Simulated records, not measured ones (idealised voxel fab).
Documented hereafter: the process module known as voxel wiring stack.
We display cut, a cross-section 265 nm in width whose square cells are each 5 nm.
Square cells in a grid make up a cross-section in this document, and the grid is given as bands, listed from the top down, each one or more rows of cells.
Heads up on the band format: heights come first, top then bottom, in nm. After that it's the materials left to right, each with its width in nm. A single material flagged "full width" fills the whole band edge to edge, and "blank" means there's empty space there.
It should be noted that heights are counted from 0, beneath which the wafer as supplied is of one material throughout, and that the lowest band possesses no lower boundary but continues downward, as written in "0 and below".
Note: "30..40" means the width goes from the first number (top row of the band) to the second number (bottom row) in equal steps per row of cells.
The cross-section has no changed cell in any step marked "no change occurred".
"Sealed void listing": empty spaces of 8 cells or more with no open way to the top, each given as width x height at distance, distance from the left edge, all in nm.
Post-settings text on a step line: simulator's own remark regarding the step.
overlay nm, on a step with a mask: how far to the right of its planned place the mask lay; to the left if negative

## Steps in the process plan
- 1: RECEIVE [material Si]
- 2: CONFORMAL_DEP [material SiO2] [thk nm 15]
- 3: DIRECTIONAL_DEP [material TiN] [thk nm 5]
- 4: DIRECTIONAL_DEP [material Ru] [thk nm 25]
- 5: MASKED_ETCH [tone cover] [mask id METAL_1] [width nm 20] [pitch nm 35] [etch materials Ru] [depth nm 25] [overlay nm 0]
- 6: MASKED_ETCH [tone cover] [mask id METAL_1] [width nm 20] [pitch nm 35] [etch materials TiN] [depth nm 5] [overlay nm 0]
- 7: CONFORMAL_DEP [material SiCN] [thk nm 5]
- 8: FILL_DEP [material lowk] [thk nm 5]
- 9: CMP [height nm 45]
- 10: CONFORMAL_DEP [material SiCN] [thk nm 5]
- 11: DIRECTIONAL_DEP [material SiO2] [thk nm 30]
- 12: MASKED_ETCH [tone open] [mask id METAL_2] [width nm 20] [pitch nm 35] [etch materials SiO2] [depth nm 15] [overlay nm 0]
- 13: DIRECTIONAL_DEP [material aC] [thk nm 10]
- 14: PATTERN [tone open] [mask id METAL_2_HOLES] [material resist] [width nm 15] [pitch nm 70] [thk nm 25] [overlay nm 0]
- 15: DIRECTIONAL_ETCH [etch materials aC] [depth nm 10]
- 16: STRIP [etch materials resist]
- 17: DIRECTIONAL_ETCH [etch materials SiO2] [depth nm 15]
- 18: DIRECTIONAL_ETCH [etch materials SiCN] [depth nm 5]
- 19: STRIP [etch materials aC]
- 20: CONFORMAL_DEP [material TiN] [thk nm 5]
- 21: FILL_DEP [material Ru] [thk nm 10]
- 22: CMP [height nm 80]
- 23: CONFORMAL_DEP [material SiCN] [thk nm 5]
- 24: DIRECTIONAL_DEP [material lowk] [thk nm 15]
- 25: MASKED_ETCH [tone open] [mask id PLUG_2] [width nm 15] [pitch nm 35] [etch materials lowk] [depth nm 15] [overlay nm 0]
- 26: MASKED_ETCH [tone open] [mask id PLUG_2] [width nm 15] [pitch nm 35] [etch materials SiCN] [depth nm 5] [overlay nm 0]
- 27: CONFORMAL_DEP [material TiN] [thk nm 5]
- 28: FILL_DEP [material Cu] [thk nm 10]
- 29: CMP [height nm 100]
- 30: DIRECTIONAL_DEP [material TiN] [thk nm 5]
- 31: DIRECTIONAL_DEP [material W] [thk nm 15]
- 32: DIRECTIONAL_DEP [material aC] [thk nm 15]
- 33: PATTERN [tone cover] [mask id METAL_3] [material resist] [width nm 20] [pitch nm 35] [thk nm 35] [overlay nm 0]
- 34: DIRECTIONAL_ETCH [etch materials aC] [depth nm 15]
- 35: STRIP [etch materials resist]
- 36: DIRECTIONAL_ETCH [etch materials W] [depth nm 15]
- 37: DIRECTIONAL_ETCH [etch materials TiN] [depth nm 5]
- 38: STRIP [etch materials aC]
- 39: CONFORMAL_DEP [material SiCN] [thk nm 5]
- 40: FILL_DEP [material SiO2] [thk nm 10]
- 41: CMP [height nm 120]
- 42: CONFORMAL_DEP [material SiN] [thk nm 5]

## Step 1 complete: cross-section of the wafer as received
- 0 and below | Si full width
- Sealed void listing: none

## The following cross-section depicts the wafer upon conclusion of the module. Processing commenced from the starting condition illustrated above and adhered to the plan illustrated above, save for one mistake in execution
- 125 down to 120 | SiN full width
- 120 down to 115 | SiCN: 85 | TiN: 20 | SiCN: 15 | TiN: 20 | SiCN: 15 | TiN: 20 | SiCN: 90
- 115 down to 105 | Cu full width
- 105 down to 100 | TiN: 90 | Cu: 5 | TiN: 30 | Cu: 5 | TiN: 30 | Cu: 5 | TiN: 100
- 100 down to 85 | lowk: 85 | TiN: 5 | Cu: 5 | TiN: 5 | lowk: 20 | TiN: 5 | Cu: 5 | TiN: 5 | lowk: 20 | TiN: 5 | Cu: 5 | TiN: 5 | lowk: 95
- 85 down to 80 | SiCN: 85 | TiN: 15 | SiCN: 20 | TiN: 15 | SiCN: 20 | TiN: 15 | SiCN: 95
- 80 down to 70 | SiO2: 85 | TiN: 5 | Ru: 10 | TiN: 5 | SiO2: 15 | TiN: 5 | Ru: 10 | TiN: 5 | SiO2: 15 | TiN: 5 | Ru: 10 | TiN: 5 | SiO2: 90
- 70 down to 65 | SiO2: 85 | TiN: 5 | Ru: 5 | TiN: 10 | SiO2: 15 | TiN: 20 | SiO2: 15 | TiN: 5 | Ru: 5 | TiN: 10 | SiO2: 90
- 65 down to 50 | SiO2: 85 | TiN: 5 | Ru: 5 | TiN: 5 | SiO2: 55 | TiN: 5 | Ru: 5 | TiN: 5 | SiO2: 95
- 50 down to 45 | SiCN: 85 | TiN: 15 | SiCN: 55 | TiN: 15 | SiCN: 95
- 45 down to 20 | lowk: 80 | SiCN: 5 | Ru: 20 | SiCN: 5 | lowk: 5 | SiCN: 5 | Ru: 20 | SiCN: 5 | lowk: 5 | SiCN: 5 | Ru: 20 | SiCN: 5 | lowk: 85
- 20 down to 15 | SiCN: 85 | TiN: 20 | SiCN: 15 | TiN: 20 | SiCN: 15 | TiN: 20 | SiCN: 90
- 15 down to 0 | SiO2 full width
- 0 and below | Si full width
- Sealed void listing: none
In executing the process, a mistake was made relative to the plan: step 29 from the plan never happened, it was just skipped
